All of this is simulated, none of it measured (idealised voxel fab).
process module | voxel transistor to metal
cross-section cut | 295 nm wide | cells 5 nm
A cross-section is a grid of square cells, given in bands from the top down. A band is one or more rows of cells.
Each band's line starts with the height of the band's top and of its bottom, in nm. Then come its materials from left to right, each with its width in nm. One material with "throughout" fills the band from edge to edge. "air" is empty space.
Height 0 is the level under which the wafer as received is all one material. The lowest band goes on downwards, as in "0 down".
A width such as "30 to 40" changes by the same amount from each row of cells to the next, from the band's top row to its bottom row.
"no change" after a step means that no cell of the cross-section changed.
closed voids: empty space of 8 cells or more with no open way to the top, each as width x height at its distance from the left edge, in nm
after a step's settings: what the simulator itself notes on the step
overlay nm, on a step with a mask: how far to the right of its planned place the mask lay; to the left if negative
plan
1 op RECEIVE | material Si
2 op OXIDIZE | depth nm 5
3 op CONFORMAL_DEP | material SiN | thk nm 10
4 op PATTERN | tone cover | mask id ACTIVE | material resist | width nm 110 | pitch nm 130 | thk nm 15 | overlay nm 0
5 op DIRECTIONAL_ETCH | etch materials SiN | depth nm 10
6 op DIRECTIONAL_ETCH | etch materials SiO2 | depth nm 5
7 op DIRECTIONAL_ETCH | etch materials Si | depth nm 35
8 op STRIP | etch materials resist
9 op FILL_DEP | material SiO2 | thk nm 5
10 op CMP | height nm 10
11 op SELECTIVE_ETCH | etch materials SiO2 | depth nm 10
12 op STRIP | etch materials SiN
13 op SELECTIVE_ETCH | etch materials SiO2 | depth nm 5
14 op OXIDIZE | depth nm 5
15 op DIRECTIONAL_DEP | material polySi | thk nm 25
16 op DIRECTIONAL_DEP | material SiCN | thk nm 10
17 op MASKED_ETCH | tone cover | mask id GATE | width nm 30 | pitch nm 130 | etch materials SiCN | depth nm 20 | overlay nm 0
18 op MASKED_ETCH | tone cover | mask id GATE | width nm 30 | pitch nm 130 | etch materials polySi | depth nm 35 | overlay nm 0
19 op CONFORMAL_DEP | material SiN | thk nm 5
20 op DIRECTIONAL_ETCH | etch materials SiN | depth nm 5
21 op DIRECTIONAL_ETCH | etch materials SiO2 | depth nm 5
22 op DIRECTIONAL_ETCH | etch materials Si | depth nm 15
23 op EPI | material nSi | thk nm 15
24 op FILL_DEP | material SiO2 | thk nm 10
25 op CMP | height nm 20
26 op STRIP | etch materials polySi
27 op SELECTIVE_ETCH | etch materials SiO2 | depth nm 5
28 op CONFORMAL_DEP | material HfO2 | thk nm 5
29 op CONFORMAL_DEP | material TiN | thk nm 5
30 op FILL_DEP | material W | thk nm 5
31 op CMP | height nm 15
32 op DIRECTIONAL_DEP | material SiO2 | thk nm 15
33 op PATTERN | tone open | mask id CONTACT | material resist | width nm 15 | thk nm 20 | overlay nm 0
34 op DIRECTIONAL_ETCH | etch materials SiO2 | depth nm 40
35 op STRIP | etch materials resist
36 op CONFORMAL_DEP | material TiN | thk nm 5
37 op FILL_DEP | material Ru | thk nm 10
38 op CMP | height nm 30
39 op DIRECTIONAL_DEP | material TiN | thk nm 5
40 op DIRECTIONAL_DEP | material W | thk nm 15
41 op PATTERN | tone cover | mask id METAL_1 | material resist | width nm 15 | thk nm 20 | overlay nm -15
42 op DIRECTIONAL_ETCH | etch materials W | depth nm 15
43 op DIRECTIONAL_ETCH | etch materials TiN | depth nm 5
44 op STRIP | etch materials resist
45 op CONFORMAL_DEP | material SiCN | thk nm 5
46 op FILL_DEP | material lowk | thk nm 10
47 op CMP | height nm 50
48 op CONFORMAL_DEP | material SiCN | thk nm 5
varied across the wafers: overlay nm of step 41. The plan shows the first wafer's value. All wafers start alike
first wafer as received, after step 1
  0 down: Si throughout
  closed voids: none
each wafer at the end: cells of each material gained (+) or lost (-) since it was received, then its closed voids
overlay nm -15 | +32 HfO2 | +16 Ru | -292 Si | +130 SiCN | +16 SiN | +362 SiO2 | +100 TiN | +48 W | +117 lowk | +120 nSi | closed voids: none
overlay nm -10 | +32 HfO2 | +16 Ru | -292 Si | +130 SiCN | +16 SiN | +362 SiO2 | +100 TiN | +48 W | +117 lowk | +120 nSi | closed voids: none
overlay nm -5 | +32 HfO2 | +16 Ru | -292 Si | +130 SiCN | +16 SiN | +362 SiO2 | +100 TiN | +48 W | +117 lowk | +120 nSi | closed voids: none
overlay nm 0 | +32 HfO2 | +16 Ru | -292 Si | +130 SiCN | +16 SiN | +362 SiO2 | +100 TiN | +48 W | +117 lowk | +120 nSi | closed voids: none
overlay nm 5 | +32 HfO2 | +16 Ru | -292 Si | +130 SiCN | +16 SiN | +362 SiO2 | +100 TiN | +48 W | +117 lowk | +120 nSi | closed voids: none
overlay nm 10 | +32 HfO2 | +16 Ru | -292 Si | +130 SiCN | +16 SiN | +362 SiO2 | +100 TiN | +48 W | +117 lowk | +120 nSi | closed voids: none
overlay nm 15 | +32 HfO2 | +16 Ru | -292 Si | +130 SiCN | +16 SiN | +362 SiO2 | +100 TiN | +48 W | +117 lowk | +120 nSi | closed voids: none
